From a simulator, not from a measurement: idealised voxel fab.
process module | voxel transistor to metal
cross-section cut | 180 nm wide | cells 5 nm
A cross-section is a grid of square cells, given in bands from the top down. A band is one or more rows of cells.
Each band's line starts with the height of the band's top and of its bottom, in nm. Then come its materials from left to right, each with its width in nm. One material with "throughout" fills the band from edge to edge. "air" is empty space.
Height 0 is the level under which the wafer as received is all one material. The lowest band goes on downwards, as in "0 down".
A width such as "30 to 40" changes by the same amount from each row of cells to the next, from the band's top row to its bottom row.
"no change" after a step means that no cell of the cross-section changed.
closed voids: empty space of 8 cells or more with no open way to the top, each as width x height at its distance from the left edge, in nm
after a step's settings: what the simulator itself notes on the step
overlay nm, on a step with a mask: how far to the right of its planned place the mask lay; to the left if negative
plan
1 op RECEIVE | material Si
2 op CONFORMAL_DEP | material SiO2 | thk nm 5
3 op CONFORMAL_DEP | material SiN | thk nm 10
4 op PATTERN | tone cover | mask id ACTIVE | material resist | width nm 105 | thk nm 20 | overlay nm 0
5 op DIRECTIONAL_ETCH | etch materials SiN | depth nm 10
6 op DIRECTIONAL_ETCH | etch materials SiO2 | depth nm 5
7 op DIRECTIONAL_ETCH | etch materials Si | depth nm 20
8 op STRIP | etch materials resist
9 op OXIDIZE | depth nm 5
10 op FILL_DEP | material SiO2 | thk nm 10
11 op CMP | height nm 15
12 op SELECTIVE_ETCH | etch materials SiO2 | depth nm 5
13 op STRIP | etch materials SiN
14 op SELECTIVE_ETCH | etch materials SiO2 | depth nm 5
15 op OXIDIZE | depth nm 5
16 op DIRECTIONAL_DEP | material polySi | thk nm 20
17 op DIRECTIONAL_DEP | material SiCN | thk nm 10
18 op PATTERN | tone cover | mask id GATE | material resist | width nm 25 | thk nm 20 | overlay nm 0
19 op DIRECTIONAL_ETCH | etch materials SiCN | depth nm 20
20 op DIRECTIONAL_ETCH | etch materials polySi | depth nm 30
21 op STRIP | etch materials resist
22 op CONFORMAL_DEP | material SiN | thk nm 10
23 op DIRECTIONAL_ETCH | etch materials SiN | depth nm 10
24 op DIRECTIONAL_ETCH | etch materials SiO2 | depth nm 5
25 op DIRECTIONAL_ETCH | etch materials Si | depth nm 10
26 op EPI | material nSi | thk nm 10
27 op FILL_DEP | material SiO2 | thk nm 10
28 op CMP | height nm 30
29 op DIRECTIONAL_DEP | material SiO2 | thk nm 10
30 op DIRECTIONAL_DEP | material aC | thk nm 15
31 op PATTERN | tone open | mask id CONTACT | material resist | width nm 25 | pitch nm 60 | thk nm 35 | overlay nm 0
32 op DIRECTIONAL_ETCH | etch materials aC | depth nm 15
33 op STRIP | etch materials resist
34 op DIRECTIONAL_ETCH | etch materials SiO2 | depth nm 45
35 op STRIP | etch materials aC
36 op CONFORMAL_DEP | material TiN | thk nm 5
37 op FILL_DEP | material Ru | thk nm 10
38 op CMP | height nm 40
39 op DIRECTIONAL_DEP | material TiN | thk nm 5
40 op DIRECTIONAL_DEP | material W | thk nm 25
41 op DIRECTIONAL_DEP | material aC | thk nm 15
42 op PATTERN | tone cover | mask id METAL_1 | material resist | width nm 15 | pitch nm 70 | thk nm 35 | overlay nm 0
43 op DIRECTIONAL_ETCH | etch materials aC | depth nm 15
44 op STRIP | etch materials resist
45 op DIRECTIONAL_ETCH | etch materials W | depth nm 25
46 op DIRECTIONAL_ETCH | etch materials TiN | depth nm 5
47 op STRIP | etch materials aC
48 op CONFORMAL_DEP | material SiN | thk nm 5
49 op FILL_DEP | material lowk | thk nm 10
50 op CMP | height nm 70
51 op CONFORMAL_DEP | material SiCN | thk nm 5
52 op DIRECTIONAL_DEP | material lowk | thk nm 30
53 op DIRECTIONAL_DEP | material aC | thk nm 15
54 op PATTERN | tone open | mask id METAL_2 | material resist | width nm 15 | pitch nm 70 | thk nm 35 | overlay nm 0
55 op DIRECTIONAL_ETCH | etch materials aC | depth nm 15
56 op STRIP | etch materials resist
57 op DIRECTIONAL_ETCH | etch materials lowk | depth nm 15
58 op STRIP | etch materials aC
59 op MASKED_ETCH | tone open | mask id METAL_2_HOLES | width nm 15 | pitch nm 70 | etch materials lowk | depth nm 15 | overlay nm 0
60 op MASKED_ETCH | tone open | mask id METAL_2_HOLES | width nm 15 | pitch nm 70 | etch materials SiCN | depth nm 5 | overlay nm 0
61 op CONFORMAL_DEP | material TiN | thk nm 5
62 op FILL_DEP | material Cu | thk nm 10
63 op CMP | height nm 105
64 op CONFORMAL_DEP | material SiCN | thk nm 5
first wafer, as planned
as received, after step 1
  0 down: Si throughout
  closed voids: none
after step 2
  5 to 0: SiO2 throughout
  below 0: unchanged
after step 3
  15 to 5: SiN throughout
  below 5: unchanged
after step 4
  35 to 15: air 35 | resist 105 | air 40
  below 15: unchanged
after step 5
  35 to 15: air 35 | resist 105 | air 40
  15 to 5: air 35 | SiN 105 | air 40
  below 5: unchanged
after step 6
  35 to 15: air 35 | resist 105 | air 40
  15 to 5: air 35 | SiN 105 | air 40
  5 to 0: air 35 | SiO2 105 | air 40
  below 0: unchanged
after step 7
  35 to 15: air 35 | resist 105 | air 40
  15 to 5: air 35 | SiN 105 | air 40
  5 to 0: air 35 | SiO2 105 | air 40
  0 to -20: air 35 | Si 105 | air 40
  below -20: unchanged
after step 8
  15 to 5: air 35 | SiN 105 | air 40
  below 5: unchanged
after step 9
  15 to 5: air 35 | SiN 105 | air 40
  5 to 0: air 35 | SiO2 105 | air 40
  0 to -20: air 35 | SiO2 5 | Si 95 | SiO2 5 | air 40
  -20 to -25: SiO2 40 | Si 95 | SiO2 45
  below -25: unchanged
after step 10
  25 to 15: SiO2 throughout
  15 to 5: SiO2 35 | SiN 105 | SiO2 40
  5 to 0: SiO2 throughout
  0 to -25: SiO2 40 | Si 95 | SiO2 45
  below -25: unchanged
after step 11
  15 to 5: SiO2 35 | SiN 105 | SiO2 40
  below 5: unchanged
after step 12
  15 to 10: air 35 | SiN 105 | air 40
  below 10: unchanged
after step 13
  10 to 5: SiO2 35 | air 105 | SiO2 40
  below 5: unchanged
after step 14
  5 to 0: SiO2 30 | air 115 | SiO2 35
  below 0: unchanged
after step 15
  5 to 0: SiO2 30 | air 115 | SiO2 35
  0 to -5: SiO2 throughout
  below -5: unchanged
after step 16
  25 to 20: polySi 30 | air 115 | polySi 35
  20 to 5: polySi throughout
  5 to 0: SiO2 30 | polySi 115 | SiO2 35
  below 0: unchanged
after step 17
  35 to 30: SiCN 30 | air 115 | SiCN 35
  30 to 25: SiCN throughout
  25 to 20: polySi 30 | SiCN 115 | polySi 35
  below 20: unchanged
after step 18
  55 to 35: air 75 | resist 25 | air 80
  35 to 30: SiCN 30 | air 45 | resist 25 | air 45 | SiCN 35
  below 30: unchanged
after step 19
  55 to 30: air 75 | resist 25 | air 80
  30 to 25: air 75 | SiCN 25 | air 80
  25 to 20: polySi 30 | air 45 | SiCN 25 | air 45 | polySi 35
  below 20: unchanged
after step 20
  55 to 30: air 75 | resist 25 | air 80
  30 to 20: air 75 | SiCN 25 | air 80
  20 to 5: air 75 | polySi 25 | air 80
  5 to 0: SiO2 30 | air 45 | polySi 25 | air 45 | SiO2 35
  below 0: unchanged
after step 21
  30 to 20: air 75 | SiCN 25 | air 80
  below 20: unchanged
after step 22
  40 to 30: air 65 | SiN 45 | air 70
  30 to 20: air 65 | SiN 10 | SiCN 25 | SiN 10 | air 70
  20 to 15: air 65 | SiN 10 | polySi 25 | SiN 10 | air 70
  15 to 10: SiN 40 | air 25 | SiN 10 | polySi 25 | SiN 10 | air 25 | SiN 45
  10 to 5: SiN 75 | polySi 25 | SiN 80
  5 to 0: SiO2 30 | SiN 45 | polySi 25 | SiN 45 | SiO2 35
  below 0: unchanged
after step 23
  30 to 20: air 65 | SiN 10 | SiCN 25 | SiN 10 | air 70
  20 to 5: air 65 | SiN 10 | polySi 25 | SiN 10 | air 70
  5 to 0: SiO2 30 | SiN 10 | air 25 | SiN 10 | polySi 25 | SiN 10 | air 25 | SiN 10 | SiO2 35
  below 0: unchanged
after step 24
  30 to 20: air 65 | SiN 10 | SiCN 25 | SiN 10 | air 70
  20 to 5: air 65 | SiN 10 | polySi 25 | SiN 10 | air 70
  5 to 0: air 30 | SiN 10 | air 25 | SiN 10 | polySi 25 | SiN 10 | air 25 | SiN 10 | air 35
  0 to -5: SiO2 40 | air 25 | SiO2 45 | air 25 | SiO2 45
  below -5: unchanged
after step 25
  30 to 20: air 65 | SiN 10 | SiCN 25 | SiN 10 | air 70
  20 to 5: air 65 | SiN 10 | polySi 25 | SiN 10 | air 70
  5 to 0: air 30 | SiN 10 | air 25 | SiN 10 | polySi 25 | SiN 10 | air 25 | SiN 10 | air 35
  0 to -5: SiO2 40 | air 25 | SiO2 45 | air 25 | SiO2 45
  -5 to -15: SiO2 40 | air 25 | Si 45 | air 25 | SiO2 45
  below -15: unchanged
after step 26
  30 to 20: air 65 | SiN 10 | SiCN 25 | SiN 10 | air 70
  20 to 5: air 65 | SiN 10 | polySi 25 | SiN 10 | air 70
  5 to 0: air 30 | SiN 10 | air 15 | nSi 10 | SiN 10 | polySi 25 | SiN 10 | nSi 10 | air 15 | SiN 10 | air 35
  0 to -5: SiO2 40 | air 15 | nSi 10 | SiO2 45 | nSi 10 | air 15 | SiO2 45
  -5 to -15: SiO2 40 | nSi 25 | Si 45 | nSi 25 | SiO2 45
  below -15: unchanged
after step 27
  40 to 30: SiO2 throughout
  30 to 20: SiO2 65 | SiN 10 | SiCN 25 | SiN 10 | SiO2 70
  20 to 5: SiO2 65 | SiN 10 | polySi 25 | SiN 10 | SiO2 70
  5 to 0: SiO2 30 | SiN 10 | SiO2 15 | nSi 10 | SiN 10 | polySi 25 | SiN 10 | nSi 10 | SiO2 15 | SiN 10 | SiO2 35
  0 to -5: SiO2 55 | nSi 10 | SiO2 45 | nSi 10 | SiO2 60
  below -5: unchanged
after step 28
  30 to 20: SiO2 65 | SiN 10 | SiCN 25 | SiN 10 | SiO2 70
  below 20: unchanged
after step 29
  40 to 30: SiO2 throughout
  below 30: unchanged
after step 30
  55 to 40: aC throughout
  below 40: unchanged
after step 31
  90 to 55: resist 45 | air 25 | resist 35 | air 25 | resist 50
  below 55: unchanged
after step 32
  75 to 55: resist 45 | air 25 | resist 35 | air 25 | resist 50
  55 to 40: aC 45 | air 25 | aC 35 | air 25 | aC 50
  below 40: unchanged
after step 33
  55 to 40: aC 45 | air 25 | aC 35 | air 25 | aC 50
  below 40: unchanged
after step 34
  55 to 40: aC 45 | air 25 | aC 35 | air 25 | aC 50
  40 to 30: SiO2 45 | air 25 | SiO2 35 | air 25 | SiO2 50
  30 to 20: SiO2 45 | air 20 | SiN 10 | SiCN 25 | SiN 10 | air 20 | SiO2 50
  20 to 5: SiO2 45 | air 20 | SiN 10 | polySi 25 | SiN 10 | air 20 | SiO2 50
  5 to 0: SiO2 30 | SiN 10 | SiO2 5 | air 10 | nSi 10 | SiN 10 | polySi 25 | SiN 10 | nSi 10 | air 10 | SiO2 5 | SiN 10 | SiO2 35
  0 to -5: SiO2 45 | air 10 | nSi 10 | SiO2 45 | nSi 10 | air 10 | SiO2 50
  below -5: unchanged
after step 35
  40 to 30: SiO2 45 | air 25 | SiO2 35 | air 25 | SiO2 50
  below 30: unchanged
after step 36
  45 to 40: TiN 50 | air 15 | TiN 45 | air 15 | TiN 55
  40 to 30: SiO2 45 | TiN 5 | air 15 to 10 | TiN 5 to 10 | SiO2 35 | TiN 5 to 10 | air 15 to 10 | TiN 5 | SiO2 50
  30 to 20: SiO2 45 | TiN 5 | air 10 | TiN 5 | SiN 10 | SiCN 25 | SiN 10 | TiN 5 | air 10 | TiN 5 | SiO2 50
  20 to 10: SiO2 45 | TiN 5 | air 10 | TiN 5 | SiN 10 | polySi 25 | SiN 10 | TiN 5 | air 10 | TiN 5 | SiO2 50
  10 to 5: SiO2 45 | TiN 20 | SiN 10 | polySi 25 | SiN 10 | TiN 20 | SiO2 50
  5 to 0: SiO2 30 | SiN 10 | SiO2 5 | TiN 10 | nSi 10 | SiN 10 | polySi 25 | SiN 10 | nSi 10 | TiN 10 | SiO2 5 | SiN 10 | SiO2 35
  0 to -5: SiO2 45 | TiN 10 | nSi 10 | SiO2 45 | nSi 10 | TiN 10 | SiO2 50
  below -5: unchanged
after step 37
  55 to 45: Ru throughout
  45 to 40: TiN 50 | Ru 15 | TiN 45 | Ru 15 | TiN 55
  40 to 30: SiO2 45 | TiN 5 | Ru 15 to 10 | TiN 5 to 10 | SiO2 35 | TiN 5 to 10 | Ru 15 to 10 | TiN 5 | SiO2 50
  30 to 20: SiO2 45 | TiN 5 | Ru 10 | TiN 5 | SiN 10 | SiCN 25 | SiN 10 | TiN 5 | Ru 10 | TiN 5 | SiO2 50
  20 to 10: SiO2 45 | TiN 5 | Ru 10 | TiN 5 | SiN 10 | polySi 25 | SiN 10 | TiN 5 | Ru 10 | TiN 5 | SiO2 50
  below 10: unchanged
after step 38
  40 to 30: SiO2 45 | TiN 5 | Ru 15 to 10 | TiN 5 to 10 | SiO2 35 | TiN 5 to 10 | Ru 15 to 10 | TiN 5 | SiO2 50
  below 30: unchanged
after step 39
  45 to 40: TiN throughout
  below 40: unchanged
after step 40
  70 to 45: W throughout
  below 45: unchanged
after step 41
  85 to 70: aC throughout
  below 70: unchanged
after step 42
  120 to 85: air 45 | resist 15 | air 55 | resist 15 | air 50
  below 85: unchanged
after step 43
  105 to 85: air 45 | resist 15 | air 55 | resist 15 | air 50
  85 to 70: air 45 | aC 15 | air 55 | aC 15 | air 50
  below 70: unchanged
after step 44
  85 to 70: air 45 | aC 15 | air 55 | aC 15 | air 50
  below 70: unchanged
after step 45
  85 to 70: air 45 | aC 15 | air 55 | aC 15 | air 50
  70 to 45: air 45 | W 15 | air 55 | W 15 | air 50
  below 45: unchanged
after step 46
  85 to 70: air 45 | aC 15 | air 55 | aC 15 | air 50
  70 to 45: air 45 | W 15 | air 55 | W 15 | air 50
  45 to 40: air 45 | TiN 15 | air 55 | TiN 15 | air 50
  below 40: unchanged
after step 47
  70 to 45: air 45 | W 15 | air 55 | W 15 | air 50
  below 45: unchanged
after step 48
  75 to 70: air 40 | SiN 25 | air 45 | SiN 25 | air 45
  70 to 45: air 40 | SiN 5 | W 15 | SiN 5 | air 45 | SiN 5 | W 15 | SiN 5 | air 45
  45 to 40: SiN 45 | TiN 15 | SiN 55 | TiN 15 | SiN 50
  below 40: unchanged
after step 49
  85 to 75: lowk throughout
  75 to 70: lowk 40 | SiN 25 | lowk 45 | SiN 25 | lowk 45
  70 to 45: lowk 40 | SiN 5 | W 15 | SiN 5 | lowk 45 | SiN 5 | W 15 | SiN 5 | lowk 45
  below 45: unchanged
after step 50
  70 to 45: lowk 40 | SiN 5 | W 15 | SiN 5 | lowk 45 | SiN 5 | W 15 | SiN 5 | lowk 45
  below 45: unchanged
after step 51
  75 to 70: SiCN throughout
  below 70: unchanged
after step 52
  105 to 75: lowk throughout
  below 75: unchanged
after step 53
  120 to 105: aC throughout
  below 105: unchanged
after step 54
  155 to 120: resist 45 | air 15 | resist 55 | air 15 | resist 50
  below 120: unchanged
after step 55
  140 to 120: resist 45 | air 15 | resist 55 | air 15 | resist 50
  120 to 105: aC 45 | air 15 | aC 55 | air 15 | aC 50
  below 105: unchanged
after step 56
  120 to 105: aC 45 | air 15 | aC 55 | air 15 | aC 50
  below 105: unchanged
after step 57
  120 to 105: aC 45 | air 15 | aC 55 | air 15 | aC 50
  105 to 90: lowk 45 | air 15 | lowk 55 | air 15 | lowk 50
  below 90: unchanged
after step 58
  105 to 90: lowk 45 | air 15 | lowk 55 | air 15 | lowk 50
  below 90: unchanged
after step 59
  105 to 75: lowk 45 | air 15 | lowk 55 | air 15 | lowk 50
  below 75: unchanged
after step 60
  105 to 75: lowk 45 | air 15 | lowk 55 | air 15 | lowk 50
  75 to 70: SiCN 45 | air 15 | SiCN 55 | air 15 | SiCN 50
  below 70: unchanged
after step 61
  110 to 105: TiN 50 | air 5 | TiN 65 | air 5 | TiN 55
  105 to 75: lowk 45 | TiN 5 | air 5 | TiN 5 | lowk 55 | TiN 5 | air 5 | TiN 5 | lowk 50
  75 to 70: SiCN 45 | TiN 15 | SiCN 55 | TiN 15 | SiCN 50
  below 70: unchanged
after step 62
  120 to 110: Cu throughout
  110 to 105: TiN 50 | Cu 5 | TiN 65 | Cu 5 | TiN 55
  105 to 75: lowk 45 | TiN 5 | Cu 5 | TiN 5 | lowk 55 | TiN 5 | Cu 5 | TiN 5 | lowk 50
  below 75: unchanged
after step 63
  105 to 75: lowk 45 | TiN 5 | Cu 5 | TiN 5 | lowk 55 | TiN 5 | Cu 5 | TiN 5 | lowk 50
  below 75: unchanged
after step 64
  110 to 105: SiCN throughout
  below 105: unchanged
second wafer: like start, like plan, one mistake. Through step 15 it matches the first wafer
when step 16 should have ended
  25 to 20: lowk 30 | air 115 | lowk 35
  20 to 5: lowk throughout
  5 to 0: SiO2 30 | lowk 115 | SiO2 35
  below 0: unchanged
when step 17 should have ended
  35 to 30: SiCN 30 | air 115 | SiCN 35
  30 to 25: SiCN throughout
  25 to 20: lowk 30 | SiCN 115 | lowk 35
  below 20: unchanged
when step 18 should have ended
  55 to 35: air 75 | resist 25 | air 80
  35 to 30: SiCN 30 | air 45 | resist 25 | air 45 | SiCN 35
  below 30: unchanged
when step 19 should have ended
  55 to 30: air 75 | resist 25 | air 80
  30 to 25: air 75 | SiCN 25 | air 80
  25 to 20: lowk 30 | air 45 | SiCN 25 | air 45 | lowk 35
  below 20: unchanged
when step 20 should have ended: no change
when step 21 should have ended
  30 to 25: air 75 | SiCN 25 | air 80
  below 25: unchanged
when step 22 should have ended
  40 to 35: air 65 | SiN 45 | air 70
  35 to 30: SiN 40 | air 25 | SiN 45 | air 25 | SiN 45
  30 to 25: SiN 75 | SiCN 25 | SiN 80
  25 to 20: lowk 30 | SiN 45 | SiCN 25 | SiN 45 | lowk 35
  below 20: unchanged
when step 23 should have ended
  30 to 25: air 65 | SiN 10 | SiCN 25 | SiN 10 | air 70
  25 to 20: lowk 30 | SiN 10 | air 25 | SiN 10 | SiCN 25 | SiN 10 | air 25 | SiN 10 | lowk 35
  below 20: unchanged
when step 24 should have ended: no change
when step 25 should have ended: no change
when step 26 should have ended: no change
when step 27 should have ended
  40 to 30: SiO2 throughout
  30 to 25: SiO2 65 | SiN 10 | SiCN 25 | SiN 10 | SiO2 70
  25 to 20: lowk 30 | SiN 10 | SiO2 25 | SiN 10 | SiCN 25 | SiN 10 | SiO2 25 | SiN 10 | lowk 35
  below 20: unchanged
when step 28 should have ended
  30 to 25: SiO2 65 | SiN 10 | SiCN 25 | SiN 10 | SiO2 70
  below 25: unchanged
when step 29 should have ended
  40 to 30: SiO2 throughout
  below 30: unchanged
when step 30 should have ended
  55 to 40: aC throughout
  below 40: unchanged
when step 31 should have ended
  90 to 55: resist 45 | air 25 | resist 35 | air 25 | resist 50
  below 55: unchanged
when step 32 should have ended
  75 to 55: resist 45 | air 25 | resist 35 | air 25 | resist 50
  55 to 40: aC 45 | air 25 | aC 35 | air 25 | aC 50
  below 40: unchanged
when step 33 should have ended
  55 to 40: aC 45 | air 25 | aC 35 | air 25 | aC 50
  below 40: unchanged
when step 34 should have ended
  55 to 40: aC 45 | air 25 | aC 35 | air 25 | aC 50
  40 to 30: SiO2 45 | air 25 | SiO2 35 | air 25 | SiO2 50
  30 to 25: SiO2 45 | air 20 | SiN 10 | SiCN 25 | SiN 10 | air 20 | SiO2 50
  25 to 20: lowk 30 | SiN 10 | SiO2 5 | air 20 | SiN 10 | SiCN 25 | SiN 10 | air 20 | SiO2 5 | SiN 10 | lowk 35
  below 20: unchanged
when step 35 should have ended
  40 to 30: SiO2 45 | air 25 | SiO2 35 | air 25 | SiO2 50
  below 30: unchanged
when step 36 should have ended
  45 to 40: TiN 50 | air 15 | TiN 45 | air 15 | TiN 55
  40 to 30: SiO2 45 | TiN 5 | air 15 to 10 | TiN 5 to 10 | SiO2 35 | TiN 5 to 10 | air 15 to 10 | TiN 5 | SiO2 50
  30 to 25: SiO2 45 | TiN 5 | air 10 | TiN 5 | SiN 10 | SiCN 25 | SiN 10 | TiN 5 | air 10 | TiN 5 | SiO2 50
  25 to 20: lowk 30 | SiN 10 | SiO2 5 | TiN 20 | SiN 10 | SiCN 25 | SiN 10 | TiN 20 | SiO2 5 | SiN 10 | lowk 35
  below 20: unchanged
when step 37 should have ended
  55 to 45: Ru throughout
  45 to 40: TiN 50 | Ru 15 | TiN 45 | Ru 15 | TiN 55
  40 to 30: SiO2 45 | TiN 5 | Ru 15 to 10 | TiN 5 to 10 | SiO2 35 | TiN 5 to 10 | Ru 15 to 10 | TiN 5 | SiO2 50
  30 to 25: SiO2 45 | TiN 5 | Ru 10 | TiN 5 | SiN 10 | SiCN 25 | SiN 10 | TiN 5 | Ru 10 | TiN 5 | SiO2 50
  below 25: unchanged
when step 38 should have ended
  40 to 30: SiO2 45 | TiN 5 | Ru 15 to 10 | TiN 5 to 10 | SiO2 35 | TiN 5 to 10 | Ru 15 to 10 | TiN 5 | SiO2 50
  below 30: unchanged
when step 39 should have ended
  45 to 40: TiN throughout
  below 40: unchanged
when step 40 should have ended
  70 to 45: W throughout
  below 45: unchanged
when step 41 should have ended
  85 to 70: aC throughout
  below 70: unchanged
when step 42 should have ended
  120 to 85: air 45 | resist 15 | air 55 | resist 15 | air 50
  below 85: unchanged
when step 43 should have ended
  105 to 85: air 45 | resist 15 | air 55 | resist 15 | air 50
  85 to 70: air 45 | aC 15 | air 55 | aC 15 | air 50
  below 70: unchanged
when step 44 should have ended
  85 to 70: air 45 | aC 15 | air 55 | aC 15 | air 50
  below 70: unchanged
when step 45 should have ended
  85 to 70: air 45 | aC 15 | air 55 | aC 15 | air 50
  70 to 45: air 45 | W 15 | air 55 | W 15 | air 50
  below 45: unchanged
when step 46 should have ended
  85 to 70: air 45 | aC 15 | air 55 | aC 15 | air 50
  70 to 45: air 45 | W 15 | air 55 | W 15 | air 50
  45 to 40: air 45 | TiN 15 | air 55 | TiN 15 | air 50
  below 40: unchanged
when step 47 should have ended
  70 to 45: air 45 | W 15 | air 55 | W 15 | air 50
  below 45: unchanged
when step 48 should have ended
  75 to 70: air 40 | SiN 25 | air 45 | SiN 25 | air 45
  70 to 45: air 40 | SiN 5 | W 15 | SiN 5 | air 45 | SiN 5 | W 15 | SiN 5 | air 45
  45 to 40: SiN 45 | TiN 15 | SiN 55 | TiN 15 | SiN 50
  below 40: unchanged
when step 49 should have ended
  85 to 75: lowk throughout
  75 to 70: lowk 40 | SiN 25 | lowk 45 | SiN 25 | lowk 45
  70 to 45: lowk 40 | SiN 5 | W 15 | SiN 5 | lowk 45 | SiN 5 | W 15 | SiN 5 | lowk 45
  below 45: unchanged
when step 50 should have ended
  70 to 45: lowk 40 | SiN 5 | W 15 | SiN 5 | lowk 45 | SiN 5 | W 15 | SiN 5 | lowk 45
  below 45: unchanged
when step 51 should have ended
  75 to 70: SiCN throughout
  below 70: unchanged
when step 52 should have ended
  105 to 75: lowk throughout
  below 75: unchanged
when step 53 should have ended
  120 to 105: aC throughout
  below 105: unchanged
when step 54 should have ended
  155 to 120: resist 45 | air 15 | resist 55 | air 15 | resist 50
  below 120: unchanged
when step 55 should have ended
  140 to 120: resist 45 | air 15 | resist 55 | air 15 | resist 50
  120 to 105: aC 45 | air 15 | aC 55 | air 15 | aC 50
  below 105: unchanged
when step 56 should have ended
  120 to 105: aC 45 | air 15 | aC 55 | air 15 | aC 50
  below 105: unchanged
when step 57 should have ended
  120 to 105: aC 45 | air 15 | aC 55 | air 15 | aC 50
  105 to 90: lowk 45 | air 15 | lowk 55 | air 15 | lowk 50
  below 90: unchanged
when step 58 should have ended
  105 to 90: lowk 45 | air 15 | lowk 55 | air 15 | lowk 50
  below 90: unchanged
when step 59 should have ended
  105 to 75: lowk 45 | air 15 | lowk 55 | air 15 | lowk 50
  below 75: unchanged
when step 60 should have ended
  105 to 75: lowk 45 | air 15 | lowk 55 | air 15 | lowk 50
  75 to 70: SiCN 45 | air 15 | SiCN 55 | air 15 | SiCN 50
  below 70: unchanged
when step 61 should have ended
  110 to 105: TiN 50 | air 5 | TiN 65 | air 5 | TiN 55
  105 to 75: lowk 45 | TiN 5 | air 5 | TiN 5 | lowk 55 | TiN 5 | air 5 | TiN 5 | lowk 50
  75 to 70: SiCN 45 | TiN 15 | SiCN 55 | TiN 15 | SiCN 50
  below 70: unchanged
when step 62 should have ended
  120 to 110: Cu throughout
  110 to 105: TiN 50 | Cu 5 | TiN 65 | Cu 5 | TiN 55
  105 to 75: lowk 45 | TiN 5 | Cu 5 | TiN 5 | lowk 55 | TiN 5 | Cu 5 | TiN 5 | lowk 50
  below 75: unchanged
when step 63 should have ended
  105 to 75: lowk 45 | TiN 5 | Cu 5 | TiN 5 | lowk 55 | TiN 5 | Cu 5 | TiN 5 | lowk 50
  below 75: unchanged
when step 64 should have ended
  110 to 105: SiCN throughout
  below 105: unchanged
what went wrong: step 16 ran as: op DIRECTIONAL_DEP | material lowk | thk nm 20
at the end the second wafer has, in cells: 12 fewer of Ru | 20 more of Si | 16 fewer of SiN | 68 fewer of SiO2 | 20 fewer of TiN | 144 more of lowk | 28 fewer of nSi | 20 fewer of polySi
